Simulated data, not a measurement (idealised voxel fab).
Herein follows the process module entitled voxel local oxidation.
The figure presents cross-section cut, which has a width of 240 nm and is divided into square cells with an edge length of 5 nm.
Heads up, the way a cross-section reads in here is a grid of square cells, handed over as bands from the top down, with every band being one or more rows of cells.
For a band, the entry starts with two heights in nm, that of the top and then that of the bottom, and carries on with the band's materials in order from left to right, each alongside its width in nm; the word "throughout" beside a single material means it fills the band edge to edge, and "air" means empty space.
All heights in this document are referenced to 0, defined as the level beneath which the wafer, as received, consists entirely of one material. The lowest band is not bounded below; it extends indefinitely downward and is written in the form "from 0 down".
Quick explanation for "30..40": the width changes in equal steps down the rows of cells, from the first number in the band's top row to the second number in its bottom row.
Take "no modification" at face value: in the step it is given for, the cross-section changed in none of its cells.
The entry "Closed void catalog" lists the empty spaces that cover at least 8 cells and have no open path to the top. Each is written as width x height at distance, where the distance is measured from the left edge and all three values are in nm.
after a step's settings: what the simulator itself notes on the step
On any step carrying a mask, the "overlay nm" setting, if present on the step's line, tells how far right of its planned place the mask lay; negative values point to the left.

Process steps (planned):
1: RECEIVE with material Si
2: OXIDIZE with depth nm 5
3: CONFORMAL_DEP with material SiN, thk nm 15
4: MASKED_ETCH with tone cover, mask id ACTIVE, width nm 115, etch materials SiN, depth nm 15, overlay nm 0
5: SELECTIVE_ETCH with etch materials SiO2, depth nm 5
6: OXIDIZE with depth nm 10
7: STRIP with etch materials SiN

Wafer cross-section on receipt, i.e. after step 1:
    from 0 down  Si throughout
    Closed void catalog: none

The following cross-section depicts the wafer upon conclusion of the module. Processing commenced from the starting condition illustrated above and adhered to the plan illustrated above, save for one mistake in execution:
    from 15 to 0  air: 60 / SiN: 115 / air: 65
    from 0 to -5  air: 65 / SiO2: 105 / air: 70
    from -5 to -15  SiO2: 75 / Si: 85 / SiO2: 80
    from -15 down  Si throughout
    Closed void catalog: none
Finding, execution versus plan: step 7 was left out
